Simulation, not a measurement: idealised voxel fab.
Presented below is a process module, voxel wiring stack.
In the cross-section labelled cut, the width is 160 nm and each square cell is 5 nm.
Cross-section spec: square-cell grid; bands listed top down; each band is one or more rows.
Band: top height; bottom height; in nm. Then, left to right: material with width in nm, for each material. "throughout": a single material spanning edge to edge. "blank": empty space.
Basically, 0 is our baseline, since under it the wafer straight out of the box is all one material. The bottom band has no lower end and keeps on going down, so it looks like "0 down".
Note: "30->40" means the width goes from the first number (top row of the band) to the second number (bottom row) in equal steps per row of cells.
No cell of the cross-section changed in a step that is given as "nothing different".
"Listed closed voids" specifies each empty space that is not open to the top and that occupies no fewer than 8 cells, using the form width x height at distance, the distance measured from the left edge and all three quantities in nm.
The remark found on a step's line after its settings is issued by the simulator itself and pertains to that step.
"overlay nm" on a masked step: distance the mask lay right of its planned place, negative for left.
Each pair of cross-sections that follows straddles one process step: the one shows the state before the step, the other the state after it, down to the lowest band that changed and no further. The step in question, and its settings, are given under the pair. Note that a pair is not necessarily a continuation of the pair above it, since pairs can come from different runs of this module on the same starting wafer; it is a continuation only where its entry headed "Before the step" says so.

### Before the step
  125 to 115  aC=15 | blank=25 | aC=25 | blank=25 | aC=25 | blank=25 | aC=20
  115 to 95  SiO2=15 | blank=25 | SiO2=25 | blank=25 | SiO2=25 | blank=25 | SiO2=20
  95 to 85  SiO2=15 | blank=15 | aC=10 | SiO2=25 | aC=25 | SiO2=25 | blank=15 | aC=10 | SiO2=20
  85 to 80  SiCN throughout
  80 to 65  SiO2=15 | TiN=5 | Cu=15 | TiN=5 | SiO2=25 | TiN=5 | Cu=15 | TiN=5 | SiO2=25 | TiN=5 | Cu=15 | TiN=5 | SiO2=20
  65 to 60  SiO2=15 | TiN=5 | Cu=5 | TiN=15 | SiO2=25 | TiN=25 | SiO2=25 | TiN=5 | Cu=5 | TiN=15 | SiO2=20
  60 to 45  SiO2=15 | TiN=5 | Cu=5 | TiN=5 | SiO2=85 | TiN=5 | Cu=5 | TiN=5 | SiO2=30
  45 to 40  SiCN=15 | TiN=15 | SiCN=85 | TiN=15 | SiCN=30
  40 to 15  lowk=10 | SiN=5 | Ru=25 | SiN=5 | lowk=15 | SiN=5 | Ru=25 | SiN=5 | lowk=15 | SiN=5 | Ru=25 | SiN=5 | lowk=15
  15 to 10  SiN=15 | TiN=25 | SiN=25 | TiN=25 | SiN=25 | TiN=25 | SiN=20
  10 to 0  SiO2 throughout
  0 down  Si throughout
  Listed closed voids: none

### Post-Process View
  125 to 115  aC=15 | blank=25 | aC=25 | blank=25 | aC=25 | blank=25 | aC=20
  115 to 95  SiO2=15 | blank=25 | SiO2=25 | blank=25 | SiO2=25 | blank=25 | SiO2=20
  95 to 85  SiO2=15 | blank=15 | aC=10 | SiO2=25 | aC=25 | SiO2=25 | blank=15 | aC=10 | SiO2=20
  85 to 80  SiCN=15 | blank=15 | SiCN=85 | blank=15 | SiCN=30
  Rest of section, below 80: as before.
  Listed closed voids: none
Going from the before section above to the after section, the step was DIRECTIONAL_ETCH | etch materials SiCN | depth nm 5

Before the step: no separate figure, the pair right above already shows it after its step.

### Post-Process View
  115 to 85  SiO2=15 | blank=25 | SiO2=25 | blank=25 | SiO2=25 | blank=25 | SiO2=20
  Rest of section, below 85: as before.
  Listed closed voids: none
Going from the before section above to the after section, the step was STRIP | etch materials aC

Before the step: no separate figure, the pair right above already shows it after its step.

### Post-Process View
  120 to 115  TiN=20 | blank=15 | TiN=35 | blank=15 | TiN=35 | blank=15 | TiN=25
  115 to 90  SiO2=15 | TiN=5 | blank=15 | TiN=5 | SiO2=25 | TiN=5 | blank=15 | TiN=5 | SiO2=25 | TiN=5 | blank=15 | TiN=5 | SiO2=20
  90 to 85  SiO2=15 | TiN=5 | blank=5 | TiN=15 | SiO2=25 | TiN=25 | SiO2=25 | TiN=5 | blank=5 | TiN=15 | SiO2=20
  85 to 80  SiCN=15 | TiN=15 | SiCN=85 | TiN=15 | SiCN=30
  Rest of section, below 80: as before.
  Listed closed voids: none
Going from the before section above to the after section, the step was CONFORMAL_DEP | material TiN | thk nm 5

Before the step: no separate figure, the pair right above already shows it after its step.

### Post-Process View
  125 to 120  Ru throughout
  120 to 115  TiN=20 | Ru=15 | TiN=35 | Ru=15 | TiN=35 | Ru=15 | TiN=25
  115 to 90  SiO2=15 | TiN=5 | Ru=15 | TiN=5 | SiO2=25 | TiN=5 | Ru=15 | TiN=5 | SiO2=25 | TiN=5 | Ru=15 | TiN=5 | SiO2=20
  90 to 85  SiO2=15 | TiN=5 | Ru=5 | TiN=15 | SiO2=25 | TiN=25 | SiO2=25 | TiN=5 | Ru=5 | TiN=15 | SiO2=20
  Rest of section, below 85: as before.
  Listed closed voids: none
Going from the before section above to the after section, the step was FILL_DEP | material Ru | thk nm 5

Before the step: no separate figure, the pair right above already shows it after its step.

### Post-Process View
  115 to 90  SiO2=15 | TiN=5 | Ru=15 | TiN=5 | SiO2=25 | TiN=5 | Ru=15 | TiN=5 | SiO2=25 | TiN=5 | Ru=15 | TiN=5 | SiO2=20
  Rest of section, below 90: as before.
  Listed closed voids: none
Going from the before section above to the after section, the step was CMP | height nm 115

Before the step: no separate figure, the pair right above already shows it after its step.

### Post-Process View
  120 to 115  SiCN throughout
  Rest of section, below 115: as before.
  Listed closed voids: none
Going from the before section above to the after section, the step was CONFORMAL_DEP | material SiCN | thk nm 5

Before the step: no separate figure, the pair right above already shows it after its step.

### Post-Process View
  145 to 120  lowk throughout
  Rest of section, below 120: as before.
  Listed closed voids: none
Going from the before section above to the after section, the step was DIRECTIONAL_DEP | material lowk | thk nm 25

Before the step: no separate figure, the pair right above already shows it after its step.

### Post-Process View
  160 to 145  aC throughout
  Rest of section, below 145: as before.
  Listed closed voids: none
Going from the before section above to the after section, the step was DIRECTIONAL_DEP | material aC | thk nm 15

Before the step: no separate figure, the pair right above already shows it after its step.

### Post-Process View
  190 to 160  resist=15 | blank=15 | resist=85 | blank=15 | resist=30
  Rest of section, below 160: as before.
  Listed closed voids: none
Going from the before section above to the after section, the step was PATTERN | tone open | mask id METAL_4_HOLES | material resist | width nm 15 | pitch nm 100 | thk nm 30 | overlay nm 0

Before the step: no separate figure, the pair right above already shows it after its step.

### Post-Process View
  175 to 160  resist=15 | blank=15 | resist=85 | blank=15 | resist=30
  160 to 145  aC=15 | blank=15 | aC=85 | blank=15 | aC=30
  Rest of section, below 145: as before.
  Listed closed voids: none
Going from the before section above to the after section, the step was DIRECTIONAL_ETCH | etch materials aC | depth nm 15

Before the step: no separate figure, the pair right above already shows it after its step.

### Post-Process View
  160 to 145  aC=15 | blank=15 | aC=85 | blank=15 | aC=30
  Rest of section, below 145: as before.
  Listed closed voids: none
Going from the before section above to the after section, the step was STRIP | etch materials resist

Before the step: no separate figure, the pair right above already shows it after its step.

### Post-Process View
  160 to 145  aC=15 | blank=15 | aC=85 | blank=15 | aC=30
  145 to 120  lowk=15 | blank=15 | lowk=85 | blank=15 | lowk=30
  Rest of section, below 120: as before.
  Listed closed voids: none
Going from the before section above to the after section, the step was DIRECTIONAL_ETCH | etch materials lowk | depth nm 25

Before the step: no separate figure, the pair right above already shows it after its step.

### Post-Process View
  145 to 120  lowk=15 | blank=15 | lowk=85 | blank=15 | lowk=30
  Rest of section, below 120: as before.
  Listed closed voids: none
Going from the before section above to the after section, the step was STRIP | etch materials aC

Before the step: no separate figure, the pair right above already shows it after its step.

### Post-Process View
  160 to 145  aC=15 | blank=15 | aC=85 | blank=15 | aC=30
  145 to 135  lowk=15 | blank=15 | lowk=85 | blank=15 | lowk=30
  135 to 120  lowk=15 | aC=15 | lowk=85 | aC=15 | lowk=30
  Rest of section, below 120: as before.
  Listed closed voids: none
Going from the before section above to the after section, the step was DIRECTIONAL_DEP | material aC | thk nm 15

Before the step: no separate figure, the pair right above already shows it after its step.

### Post-Process View
  190 to 160  resist=15 | blank=25 | resist=25 | blank=25 | resist=25 | blank=25 | resist=20
  Rest of section, below 160: as before.
  Listed closed voids: none
Going from the before section above to the after section, the step was PATTERN | tone open | mask id METAL_4 | material resist | width nm 25 | pitch nm 50 | thk nm 30 | overlay nm 0

Before the step: no separate figure, the pair right above already shows it after its step.

### Post-Process View
  175 to 160  resist=15 | blank=25 | resist=25 | blank=25 | resist=25 | blank=25 | resist=20
  160 to 145  aC=15 | blank=25 | aC=25 | blank=25 | aC=25 | blank=25 | aC=20
  145 to 120  lowk=15 | blank=15 | lowk=85 | blank=15 | lowk=30
  Rest of section, below 120: as before.
  Listed closed voids: none
Going from the before section above to the after section, the step was DIRECTIONAL_ETCH | etch materials aC | depth nm 15

Before the step: no separate figure, the pair right above already shows it after its step.

### Post-Process View
  160 to 145  aC=15 | blank=25 | aC=25 | blank=25 | aC=25 | blank=25 | aC=20
  Rest of section, below 145: as before.
  Listed closed voids: none
Going from the before section above to the after section, the step was STRIP | etch materials resist

Before the step: no separate figure, the pair right above already shows it after its step.

### Post-Process View
  160 to 145  aC=15 | blank=25 | aC=25 | blank=25 | aC=25 | blank=25 | aC=20
  145 to 130  lowk=15 | blank=25 | lowk=25 | blank=25 | lowk=25 | blank=25 | lowk=20
  Rest of section, below 130: as before.
  Listed closed voids: none
Going from the before section above to the after section, the step was DIRECTIONAL_ETCH | etch materials lowk | depth nm 15

Before the step: no separate figure, the pair right above already shows it after its step.

### Post-Process View
  160 to 145  aC=15 | blank=25 | aC=25 | blank=25 | aC=25 | blank=25 | aC=20
  145 to 130  lowk=15 | blank=25 | lowk=25 | blank=25 | lowk=25 | blank=25 | lowk=20
  130 to 120  lowk=15 | blank=15 | lowk=85 | blank=15 | lowk=30
  120 to 115  SiCN=15 | blank=15 | SiCN=85 | blank=15 | SiCN=30
  Rest of section, below 115: as before.
  Listed closed voids: none
Going from the before section above to the after section, the step was DIRECTIONAL_ETCH | etch materials SiCN | depth nm 5

Before the step: no separate figure, the pair right above already shows it after its step.

### Post-Process View
  145 to 130  lowk=15 | blank=25 | lowk=25 | blank=25 | lowk=25 | blank=25 | lowk=20
  Rest of section, below 130: as before.
  Listed closed voids: none
Going from the before section above to the after section, the step was STRIP | etch materials aC

Before the step: no separate figure, the pair right above already shows it after its step.

### Post-Process View
  150 to 145  TiN=20 | blank=15 | TiN=35 | blank=15 | TiN=35 | blank=15 | TiN=25
  145 to 135  lowk=15 | TiN=5 | blank=15 | TiN=5 | lowk=25 | TiN=5 | blank=15 | TiN=5 | lowk=25 | TiN=5 | blank=15 | TiN=5 | lowk=20
  135 to 130  lowk=15 | TiN=5 | blank=5 | TiN=15 | lowk=25 | TiN=25 | lowk=25 | TiN=5 | blank=5 | TiN=15 | lowk=20
  130 to 120  lowk=15 | TiN=5 | blank=5 | TiN=5 | lowk=85 | TiN=5 | blank=5 | TiN=5 | lowk=30
  120 to 115  SiCN=15 | TiN=15 | SiCN=85 | TiN=15 | SiCN=30
  Rest of section, below 115: as before.
  Listed closed voids: none
Going from the before section above to the after section, the step was CONFORMAL_DEP | material TiN | thk nm 5

Before the step: no separate figure, the pair right above already shows it after its step.

### Post-Process View
  160 to 150  Ru throughout
  150 to 145  TiN=20 | Ru=15 | TiN=35 | Ru=15 | TiN=35 | Ru=15 | TiN=25
  145 to 135  lowk=15 | TiN=5 | Ru=15 | TiN=5 | lowk=25 | TiN=5 | Ru=15 | TiN=5 | lowk=25 | TiN=5 | Ru=15 | TiN=5 | lowk=20
  135 to 130  lowk=15 | TiN=5 | Ru=5 | TiN=15 | lowk=25 | TiN=25 | lowk=25 | TiN=5 | Ru=5 | TiN=15 | lowk=20
  130 to 120  lowk=15 | TiN=5 | Ru=5 | TiN=5 | lowk=85 | TiN=5 | Ru=5 | TiN=5 | lowk=30
  Rest of section, below 120: as before.
  Listed closed voids: none
Going from the before section above to the after section, the step was FILL_DEP | material Ru | thk nm 10

Before the step: no separate figure, the pair right above already shows it after its step.

### Post-Process View
  145 to 135  lowk=15 | TiN=5 | Ru=15 | TiN=5 | lowk=25 | TiN=5 | Ru=15 | TiN=5 | lowk=25 | TiN=5 | Ru=15 | TiN=5 | lowk=20
  Rest of section, below 135: as before.
  Listed closed voids: none
Going from the before section above to the after section, the step was CMP | height nm 145

Before the step: no separate figure, the pair right above already shows it after its step.

### Post-Process View
  150 to 145  SiN throughout
  Rest of section, below 145: as before.
  Listed closed voids: none
Going from the before section above to the after section, the step was CONFORMAL_DEP | material SiN | thk nm 5

### Before the step
  0 down  Si throughout
  Listed closed voids: none

### Post-Process View
  5 to 0  TiN throughout
  Rest of section, below 0: as before.
  Listed closed voids: none
Going from the before section above to the after section, the step was DIRECTIONAL_DEP | material TiN | thk nm 5

Before the step: no separate figure, the pair right above already shows it after its step.

### Post-Process View
  15 to 5  SiO2 throughout
  Rest of section, below 5: as before.
  Listed closed voids: none
Going from the before section above to the after section, the step was CONFORMAL_DEP | material SiO2 | thk nm 10

Before the step: no separate figure, the pair right above already shows it after its step.

### Post-Process View
  40 to 15  Ru throughout
  Rest of section, below 15: as before.
  Listed closed voids: none
Going from the before section above to the after section, the step was DIRECTIONAL_DEP | material Ru | thk nm 25

Before the step: no separate figure, the pair right above already shows it after its step.

### Post-Process View
  40 to 15  blank=15 | Ru=25 | blank=25 | Ru=25 | blank=25 | Ru=25 | blank=20
  Rest of section, below 15: as before.
  Listed closed voids: none
Going from the before section above to the after section, the step was MASKED_ETCH | tone cover | mask id METAL_1 | width nm 25 | pitch nm 50 | etch materials Ru | depth nm 25 | overlay nm 0

Before the step: no separate figure, the pair right above already shows it after its step.

### Post-Process View
  45 to 40  blank=10 | SiN=35 | blank=15 | SiN=35 | blank=15 | SiN=35 | blank=15
  40 to 20  blank=10 | SiN=5 | Ru=25 | SiN=5 | blank=15 | SiN=5 | Ru=25 | SiN=5 | blank=15 | SiN=5 | Ru=25 | SiN=5 | blank=15
  20 to 15  SiN=15 | Ru=25 | SiN=25 | Ru=25 | SiN=25 | Ru=25 | SiN=20
  Rest of section, below 15: as before.
  Listed closed voids: none
Going from the before section above to the after section, the step was CONFORMAL_DEP | material SiN | thk nm 5

Before the step: no separate figure, the pair right above already shows it after its step.

### Post-Process View
  50 to 45  lowk throughout
  45 to 40  lowk=10 | SiN=35 | lowk=15 | SiN=35 | lowk=15 | SiN=35 | lowk=15
  40 to 20  lowk=10 | SiN=5 | Ru=25 | SiN=5 | lowk=15 | SiN=5 | Ru=25 | SiN=5 | lowk=15 | SiN=5 | Ru=25 | SiN=5 | lowk=15
  Rest of section, below 20: as before.
  Listed closed voids: none
Going from the before section above to the after section, the step was FILL_DEP | material lowk | thk nm 5

Before the step: no separate figure, the pair right above already shows it after its step.

### Post-Process View
  40 to 20  lowk=10 | SiN=5 | Ru=25 | SiN=5 | lowk=15 | SiN=5 | Ru=25 | SiN=5 | lowk=15 | SiN=5 | Ru=25 | SiN=5 | lowk=15
  Rest of section, below 20: as before.
  Listed closed voids: none
Going from the before section above to the after section, the step was CMP | height nm 40

Before the step: no separate figure, the pair right above already shows it after its step.

### Post-Process View
  45 to 40  SiCN throughout
  Rest of section, below 40: as before.
  Listed closed voids: none
Going from the before section above to the after section, the step was CONFORMAL_DEP | material SiCN | thk nm 5

Before the step: no separate figure, the pair right above already shows it after its step.

### Post-Process View
  80 to 45  SiO2 throughout
  Rest of section, below 45: as before.
  Listed closed voids: none
Going from the before section above to the after section, the step was DIRECTIONAL_DEP | material SiO2 | thk nm 35

Before the step: no separate figure, the pair right above already shows it after its step.

### Post-Process View
  90 to 80  aC throughout
  Rest of section, below 80: as before.
  Listed closed voids: none
Going from the before section above to the after section, the step was DIRECTIONAL_DEP | material aC | thk nm 10

Before the step: no separate figure, the pair right above already shows it after its step.

### Post-Process View
  120 to 90  resist=15 | blank=15 | resist=85 | blank=15 | resist=30
  Rest of section, below 90: as before.
  Listed closed voids: none
Going from the before section above to the after section, the step was PATTERN | tone open | mask id METAL_2_HOLES | material resist | width nm 15 | pitch nm 100 | thk nm 30 | overlay nm 0

Before the step: no separate figure, the pair right above already shows it after its step.

### Post-Process View
  110 to 90  resist=15 | blank=15 | resist=85 | blank=15 | resist=30
  90 to 80  aC=15 | blank=15 | aC=85 | blank=15 | aC=30
  Rest of section, below 80: as before.
  Listed closed voids: none
Going from the before section above to the after section, the step was DIRECTIONAL_ETCH | etch materials aC | depth nm 10

Before the step: no separate figure, the pair right above already shows it after its step.

### Post-Process View
  90 to 80  aC=15 | blank=15 | aC=85 | blank=15 | aC=30
  Rest of section, below 80: as before.
  Listed closed voids: none
Going from the before section above to the after section, the step was STRIP | etch materials resist

Before the step: no separate figure, the pair right above already shows it after its step.

### Post-Process View
  90 to 80  aC=15 | blank=15 | aC=85 | blank=15 | aC=30
  80 to 45  SiO2=15 | blank=15 | SiO2=85 | blank=15 | SiO2=30
  Rest of section, below 45: as before.
  Listed closed voids: none
Going from the before section above to the after section, the step was DIRECTIONAL_ETCH | etch materials SiO2 | depth nm 35

Before the step: no separate figure, the pair right above already shows it after its step.

### Post-Process View
  80 to 45  SiO2=15 | blank=15 | SiO2=85 | blank=15 | SiO2=30
  Rest of section, below 45: as before.
  Listed closed voids: none
Going from the before section above to the after section, the step was STRIP | etch materials aC

Before the step: no separate figure, the pair right above already shows it after its step.

### Post-Process View
  95 to 80  resist=15 | blank=25 | resist=25 | blank=25 | resist=25 | blank=25 | resist=20
  Rest of section, below 80: as before.
  Listed closed voids: none
Going from the before section above to the after section, the step was PATTERN | tone open | mask id METAL_2 | material resist | width nm 25 | pitch nm 50 | thk nm 15 | overlay nm 0

Before the step: no separate figure, the pair right above already shows it after its step.

### Post-Process View
  95 to 80  resist=15 | blank=25 | resist=25 | blank=25 | resist=25 | blank=25 | resist=20
  80 to 60  SiO2=15 | blank=25 | SiO2=25 | blank=25 | SiO2=25 | blank=25 | SiO2=20
  Rest of section, below 60: as before.
  Listed closed voids: none
Going from the before section above to the after section, the step was DIRECTIONAL_ETCH | etch materials SiO2 | depth nm 20

Before the step: no separate figure, the pair right above already shows it after its step.

### Post-Process View
  95 to 80  resist=15 | blank=25 | resist=25 | blank=25 | resist=25 | blank=25 | resist=20
  80 to 60  SiO2=15 | blank=25 | SiO2=25 | blank=25 | SiO2=25 | blank=25 | SiO2=20
  60 to 45  SiO2=15 | blank=15 | SiO2=85 | blank=15 | SiO2=30
  45 to 40  SiCN=15 | blank=15 | SiCN=85 | blank=15 | SiCN=30
  Rest of section, below 40: as before.
  Listed closed voids: none
Going from the before section above to the after section, the step was DIRECTIONAL_ETCH | etch materials SiCN | depth nm 5

Before the step: no separate figure, the pair right above already shows it after its step.

### Post-Process View
  80 to 60  SiO2=15 | blank=25 | SiO2=25 | blank=25 | SiO2=25 | blank=25 | SiO2=20
  Rest of section, below 60: as before.
  Listed closed voids: none
Going from the before section above to the after section, the step was STRIP | etch materials resist

Before the step: no separate figure, the pair right above already shows it after its step.

### Post-Process View
  85 to 80  TiN=20 | blank=15 | TiN=35 | blank=15 | TiN=35 | blank=15 | TiN=25
  80 to 65  SiO2=15 | TiN=5 | blank=15 | TiN=5 | SiO2=25 | TiN=5 | blank=15 | TiN=5 | SiO2=25 | TiN=5 | blank=15 | TiN=5 | SiO2=20
  65 to 60  SiO2=15 | TiN=5 | blank=5 | TiN=15 | SiO2=25 | TiN=25 | SiO2=25 | TiN=5 | blank=5 | TiN=15 | SiO2=20
  60 to 45  SiO2=15 | TiN=5 | blank=5 | TiN=5 | SiO2=85 | TiN=5 | blank=5 | TiN=5 | SiO2=30
  45 to 40  SiCN=15 | TiN=15 | SiCN=85 | TiN=15 | SiCN=30
  Rest of section, below 40: as before.
  Listed closed voids: none
Going from the before section above to the after section, the step was CONFORMAL_DEP | material TiN | thk nm 5

Before the step: no separate figure, the pair right above already shows it after its step.

### Post-Process View
  95 to 85  Cu throughout
  85 to 80  TiN=20 | Cu=15 | TiN=35 | Cu=15 | TiN=35 | Cu=15 | TiN=25
  80 to 65  SiO2=15 | TiN=5 | Cu=15 | TiN=5 | SiO2=25 | TiN=5 | Cu=15 | TiN=5 | SiO2=25 | TiN=5 | Cu=15 | TiN=5 | SiO2=20
  65 to 60  SiO2=15 | TiN=5 | Cu=5 | TiN=15 | SiO2=25 | TiN=25 | SiO2=25 | TiN=5 | Cu=5 | TiN=15 | SiO2=20
  60 to 45  SiO2=15 | TiN=5 | Cu=5 | TiN=5 | SiO2=85 | TiN=5 | Cu=5 | TiN=5 | SiO2=30
  Rest of section, below 45: as before.
  Listed closed voids: none
Going from the before section above to the after section, the step was FILL_DEP | material Cu | thk nm 10

Before the step: no separate figure, the pair right above already shows it after its step.

### Post-Process View
  80 to 65  SiO2=15 | TiN=5 | Cu=15 | TiN=5 | SiO2=25 | TiN=5 | Cu=15 | TiN=5 | SiO2=25 | TiN=5 | Cu=15 | TiN=5 | SiO2=20
  Rest of section, below 65: as before.
  Listed closed voids: none
Going from the before section above to the after section, the step was CMP | height nm 80

Before the step: no separate figure, the pair right above already shows it after its step.

### Post-Process View
  85 to 80  SiCN throughout
  Rest of section, below 80: as before.
  Listed closed voids: none
Going from the before section above to the after section, the step was CONFORMAL_DEP | material SiCN | thk nm 5

Before the step: no separate figure, the pair right above already shows it after its step.

### Post-Process View
  115 to 85  SiO2 throughout
  Rest of section, below 85: as before.
  Listed closed voids: none
Going from the before section above to the after section, the step was DIRECTIONAL_DEP | material SiO2 | thk nm 30

Before the step: no separate figure, the pair right above already shows it after its step.

### Post-Process View
  115 to 100  SiO2=15 | blank=25 | SiO2=25 | blank=25 | SiO2=25 | blank=25 | SiO2=20
  Rest of section, below 100: as before.
  Listed closed voids: none
Going from the before section above to the after section, the step was MASKED_ETCH | tone open | mask id METAL_3 | width nm 25 | pitch nm 50 | etch materials SiO2 | depth nm 15 | overlay nm 0

Before the step: no separate figure, the pair right above already shows it after its step.

### Post-Process View
  125 to 115  aC=15 | blank=25 | aC=25 | blank=25 | aC=25 | blank=25 | aC=20
  115 to 110  SiO2=15 | blank=25 | SiO2=25 | blank=25 | SiO2=25 | blank=25 | SiO2=20
  110 to 100  SiO2=15 | aC=25 | SiO2=25 | aC=25 | SiO2=25 | aC=25 | SiO2=20
  Rest of section, below 100: as before.
  Listed closed voids: none
Going from the before section above to the after section, the step was DIRECTIONAL_DEP | material aC | thk nm 10

Before the step: no separate figure, the pair right above already shows it after its step.

### Post-Process View
  155 to 125  resist=15 | blank=15 | resist=85 | blank=15 | resist=30
  125 to 115  aC=15 | blank=15 | resist=10 | aC=25 | resist=25 | aC=25 | blank=15 | resist=10 | aC=20
  115 to 110  SiO2=15 | blank=15 | resist=10 | SiO2=25 | resist=25 | SiO2=25 | blank=15 | resist=10 | SiO2=20
  Rest of section, below 110: as before.
  Listed closed voids: none
Going from the before section above to the after section, the step was PATTERN | tone open | mask id METAL_3_HOLES | material resist | width nm 15 | pitch nm 100 | thk nm 30 | overlay nm 0

Before the step: no separate figure, the pair right above already shows it after its step.

### Post-Process View
  145 to 125  resist=15 | blank=15 | resist=85 | blank=15 | resist=30
  125 to 115  aC=15 | blank=15 | resist=10 | aC=25 | resist=25 | aC=25 | blank=15 | resist=10 | aC=20
  115 to 110  SiO2=15 | blank=15 | resist=10 | SiO2=25 | resist=25 | SiO2=25 | blank=15 | resist=10 | SiO2=20
  110 to 100  SiO2=15 | blank=15 | aC=10 | SiO2=25 | aC=25 | SiO2=25 | blank=15 | aC=10 | SiO2=20
  Rest of section, below 100: as before.
  Listed closed voids: none
Going from the before section above to the after section, the step was DIRECTIONAL_ETCH | etch materials aC | depth nm 10

Before the step: no separate figure, the pair right above already shows it after its step.

### Post-Process View
  125 to 115  aC=15 | blank=25 | aC=25 | blank=25 | aC=25 | blank=25 | aC=20
  115 to 110  SiO2=15 | blank=25 | SiO2=25 | blank=25 | SiO2=25 | blank=25 | SiO2=20
  Rest of section, below 110: as before.
  Listed closed voids: none
Going from the before section above to the after section, the step was STRIP | etch materials resist

Before the step: no separate figure, the pair right above already shows it after its step.

### Post-Process View
  125 to 115  aC=15 | blank=25 | aC=25 | blank=25 | aC=25 | blank=25 | aC=20
  115 to 110  SiO2=15 | blank=25 | SiO2=25 | blank=25 | SiO2=25 | blank=25 | SiO2=20
  110 to 100  SiO2=15 | blank=15 | aC=10 | SiO2=25 | aC=25 | SiO2=25 | blank=15 | aC=10 | SiO2=20
  100 to 85  SiO2=15 | blank=15 | SiO2=85 | blank=15 | SiO2=30
  Rest of section, below 85: as before.
  Listed closed voids: none
Going from the before section above to the after section, the step was DIRECTIONAL_ETCH | etch materials SiO2 | depth nm 15

Before the step: no separate figure, the pair right above already shows it after its step.

### Post-Process View
  125 to 115  aC=15 | blank=25 | aC=25 | blank=25 | aC=25 | blank=25 | aC=20
  115 to 110  SiO2=15 | blank=25 | SiO2=25 | blank=25 | SiO2=25 | blank=25 | SiO2=20
  110 to 100  SiO2=15 | blank=15 | aC=10 | SiO2=25 | aC=25 | SiO2=25 | blank=15 | aC=10 | SiO2=20
  100 to 85  SiO2=15 | blank=15 | SiO2=85 | blank=15 | SiO2=30
  85 to 80  SiCN=15 | blank=15 | SiCN=85 | blank=15 | SiCN=30
  Rest of section, below 80: as before.
  Listed closed voids: none
Going from the before section above to the after section, the step was DIRECTIONAL_ETCH | etch materials SiCN | depth nm 5

Before the step: no separate figure, the pair right above already shows it after its step.

### Post-Process View
  115 to 100  SiO2=15 | blank=25 | SiO2=25 | blank=25 | SiO2=25 | blank=25 | SiO2=20
  Rest of section, below 100: as before.
  Listed closed voids: none
Going from the before section above to the after section, the step was STRIP | etch materials aC

Before the step: no separate figure, the pair right above already shows it after its step.

### Post-Process View
  120 to 115  TiN=20 | blank=15 | TiN=35 | blank=15 | TiN=35 | blank=15 | TiN=25
  115 to 105  SiO2=15 | TiN=5 | blank=15 | TiN=5 | SiO2=25 | TiN=5 | blank=15 | TiN=5 | SiO2=25 | TiN=5 | blank=15 | TiN=5 | SiO2=20
  105 to 100  SiO2=15 | TiN=5 | blank=5 | TiN=15 | SiO2=25 | TiN=25 | SiO2=25 | TiN=5 | blank=5 | TiN=15 | SiO2=20
  100 to 85  SiO2=15 | TiN=5 | blank=5 | TiN=5 | SiO2=85 | TiN=5 | blank=5 | TiN=5 | SiO2=30
  85 to 80  SiCN=15 | TiN=15 | SiCN=85 | TiN=15 | SiCN=30
  Rest of section, below 80: as before.
  Listed closed voids: none
Going from the before section above to the after section, the step was CONFORMAL_DEP | material TiN | thk nm 5

Before the step: no separate figure, the pair right above already shows it after its step.

### Post-Process View
  125 to 120  Ru throughout
  120 to 115  TiN=20 | Ru=15 | TiN=35 | Ru=15 | TiN=35 | Ru=15 | TiN=25
  115 to 105  SiO2=15 | TiN=5 | Ru=15 | TiN=5 | SiO2=25 | TiN=5 | Ru=15 | TiN=5 | SiO2=25 | TiN=5 | Ru=15 | TiN=5 | SiO2=20
  105 to 100  SiO2=15 | TiN=5 | Ru=5 | TiN=15 | SiO2=25 | TiN=25 | SiO2=25 | TiN=5 | Ru=5 | TiN=15 | SiO2=20
  100 to 85  SiO2=15 | TiN=5 | Ru=5 | TiN=5 | SiO2=85 | TiN=5 | Ru=5 | TiN=5 | SiO2=30
  Rest of section, below 85: as before.
  Listed closed voids: none
Going from the before section above to the after section, the step was FILL_DEP | material Ru | thk nm 5

Before the step: no separate figure, the pair right above already shows it after its step.

### Post-Process View
  115 to 105  SiO2=15 | TiN=5 | Ru=15 | TiN=5 | SiO2=25 | TiN=5 | Ru=15 | TiN=5 | SiO2=25 | TiN=5 | Ru=15 | TiN=5 | SiO2=20
  Rest of section, below 105: as before.
  Listed closed voids: none
Going from the before section above to the after section, the step was CMP | height nm 115

Before the step: no separate figure, the pair right above already shows it after its step.

### Post-Process View
  120 to 115  SiCN throughout
  Rest of section, below 115: as before.
  Listed closed voids: none
Going from the before section above to the after section, the step was CONFORMAL_DEP | material SiCN | thk nm 5

Before the step: no separate figure, the pair right above already shows it after its step.

### Post-Process View
  145 to 120  lowk throughout
  Rest of section, below 120: as before.
  Listed closed voids: none
Going from the before section above to the after section, the step was DIRECTIONAL_DEP | material lowk | thk nm 25

Before the step: no separate figure, the pair right above already shows it after its step.

### Post-Process View
  160 to 145  aC throughout
  Rest of section, below 145: as before.
  Listed closed voids: none
Going from the before section above to the after section, the step was DIRECTIONAL_DEP | material aC | thk nm 15

Before the step: no separate figure, the pair right above already shows it after its step.

### Post-Process View
  190 to 160  resist=15 | blank=15 | resist=85 | blank=15 | resist=30
  Rest of section, below 160: as before.
  Listed closed voids: none
Going from the before section above to the after section, the step was PATTERN | tone open | mask id METAL_4_HOLES | material resist | width nm 15 | pitch nm 100 | thk nm 30 | overlay nm 0

Before the step: no separate figure, the pair right above already shows it after its step.

### Post-Process View
  175 to 160  resist=15 | blank=15 | resist=85 | blank=15 | resist=30
  160 to 145  aC=15 | blank=15 | aC=85 | blank=15 | aC=30
  Rest of section, below 145: as before.
  Listed closed voids: none
Going from the before section above to the after section, the step was DIRECTIONAL_ETCH | etch materials aC | depth nm 15

Before the step: no separate figure, the pair right above already shows it after its step.

### Post-Process View
  160 to 145  aC=15 | blank=15 | aC=85 | blank=15 | aC=30
  Rest of section, below 145: as before.
  Listed closed voids: none
Going from the before section above to the after section, the step was STRIP | etch materials resist

Before the step: no separate figure, the pair right above already shows it after its step.

### Post-Process View
  160 to 145  aC=15 | blank=15 | aC=85 | blank=15 | aC=30
  145 to 120  lowk=15 | blank=15 | lowk=85 | blank=15 | lowk=30
  Rest of section, below 120: as before.
  Listed closed voids: none
Going from the before section above to the after section, the step was DIRECTIONAL_ETCH | etch materials lowk | depth nm 25

Before the step: no separate figure, the pair right above already shows it after its step.

### Post-Process View
  145 to 120  lowk=15 | blank=15 | lowk=85 | blank=15 | lowk=30
  Rest of section, below 120: as before.
  Listed closed voids: none
Going from the before section above to the after section, the step was STRIP | etch materials aC

Before the step: no separate figure, the pair right above already shows it after its step.

### Post-Process View
  160 to 145  aC=15 | blank=15 | aC=85 | blank=15 | aC=30
  145 to 135  lowk=15 | blank=15 | lowk=85 | blank=15 | lowk=30
  135 to 120  lowk=15 | aC=15 | lowk=85 | aC=15 | lowk=30
  Rest of section, below 120: as before.
  Listed closed voids: none
Going from the before section above to the after section, the step was DIRECTIONAL_DEP | material aC | thk nm 15
